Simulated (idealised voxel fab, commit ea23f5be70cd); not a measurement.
process module | voxel capacitor over wiring
cross-section cut | 220 nm wide | cells 5 nm
A cross-section is a grid of square cells, given in bands from the top down. A band is one or more rows of cells.
Each band's line starts with the height of the band's top and of its bottom, in nm. Then come its materials from left to right, each with its width in nm. One material with "throughout" fills the band from edge to edge. "air" is empty space.
Height 0 is the level under which the wafer as received is all one material. The lowest band goes on downwards, as in "0 down".
A width such as "30 to 40" changes by the same amount from each row of cells to the next, from the band's top row to its bottom row.
"no change" after a step means that no cell of the cross-section changed.
closed voids: empty space of 8 cells or more with no open way to the top, each as width x height at its distance from the left edge, in nm
after a step's settings: what the simulator itself notes on the step
overlay nm, on a step with a mask: how far to the right of its planned place the mask lay; to the left if negative
plan
1 op RECEIVE | material Si
2 op CONFORMAL_DEP | material SiO2 | thk nm 10
3 op CONFORMAL_DEP | material SiCN | thk nm 5
4 op DIRECTIONAL_DEP | material lowk | thk nm 15
5 op PATTERN | tone open | mask id METAL_1 | material resist | width nm 30 | pitch nm 85 | thk nm 15 | overlay nm 0
6 op DIRECTIONAL_ETCH | etch materials lowk | depth nm 15
7 op DIRECTIONAL_ETCH | etch materials SiCN | depth nm 5
8 op STRIP | etch materials resist
9 op CONFORMAL_DEP | material TiN | thk nm 5
10 op FILL_DEP | material W | thk nm 10
11 op CMP | height nm 30
12 op CONFORMAL_DEP | material SiCN | thk nm 5
13 op DIRECTIONAL_DEP | material lowk | thk nm 10
14 op DIRECTIONAL_DEP | material aC | thk nm 15
15 op PATTERN | tone open | mask id PLUG_1 | material resist | width nm 15 | thk nm 30 | overlay nm 0
16 op DIRECTIONAL_ETCH | etch materials aC | depth nm 15
17 op STRIP | etch materials resist
18 op DIRECTIONAL_ETCH | etch materials lowk | depth nm 10
19 op DIRECTIONAL_ETCH | etch materials SiCN | depth nm 5
20 op STRIP | etch materials aC
21 op EPI | material Ru | thk nm 10
22 op EPI | material Ru | thk nm 5
23 op DIRECTIONAL_DEP | material TiN | thk nm 5
24 op DIRECTIONAL_DEP | material Al2O3 | thk nm 5
25 op DIRECTIONAL_DEP | material TiN | thk nm 5
26 op PATTERN | tone cover | mask id UPPER_PLATE | material resist | width nm 60 | thk nm 20 | overlay nm 0
27 op DIRECTIONAL_ETCH | etch materials TiN | depth nm 5
28 op DIRECTIONAL_ETCH | etch materials Al2O3 | depth nm 5
29 op STRIP | etch materials resist
30 op DIRECTIONAL_DEP | material aC | thk nm 15
31 op PATTERN | tone cover | mask id LOWER_PLATE | material resist | width nm 70 | thk nm 30 | overlay nm 0
32 op DIRECTIONAL_ETCH | etch materials aC | depth nm 15
33 op STRIP | etch materials resist
34 op DIRECTIONAL_ETCH | etch materials TiN | depth nm 5
35 op STRIP | etch materials aC
36 op FILL_DEP | material SiO2 | thk nm 20
37 op CMP | height nm 75
38 op PATTERN | tone open | mask id PLUG_2 | material resist | width nm 15 | thk nm 15 | overlay nm 0
39 op DIRECTIONAL_ETCH | etch materials SiO2 | depth nm 15
40 op STRIP | etch materials resist
41 op CONFORMAL_DEP | material TiN | thk nm 5
42 op FILL_DEP | material Cu | thk nm 10
43 op CMP | height nm 75
44 op CONFORMAL_DEP | material SiN | thk nm 5
as received, after step 1
  0 down: Si throughout
  closed voids: none
a wafer at the end: this start, this plan, one mistake
  80 to 75: SiN throughout
  75 to 65: SiO2 75 to 65 | TiN 15 to 60 | SiO2 130 to 95
  65 to 60: SiO2 65 | Al2O3 60 | SiO2 95
  60 to 55: SiO2 60 | TiN 70 | SiO2 90
  55 to 45: lowk 65 | Ru 15 | lowk 140
  45 to 40: SiCN 65 | Ru 15 | SiCN 140
  40 to 35: W throughout
  35 to 30: TiN 55 | W 20 | TiN 65 | W 20 | TiN 60
  30 to 15: lowk 50 | TiN 5 | W 20 | TiN 5 | lowk 55 | TiN 5 | W 20 | TiN 5 | lowk 55
  15 to 10: SiCN 50 | TiN 30 | SiCN 55 | TiN 30 | SiCN 55
  10 to 0: SiO2 throughout
  0 down: Si throughout
  closed voids: none
what went wrong: step 11 ran as: op CMP | height nm 40
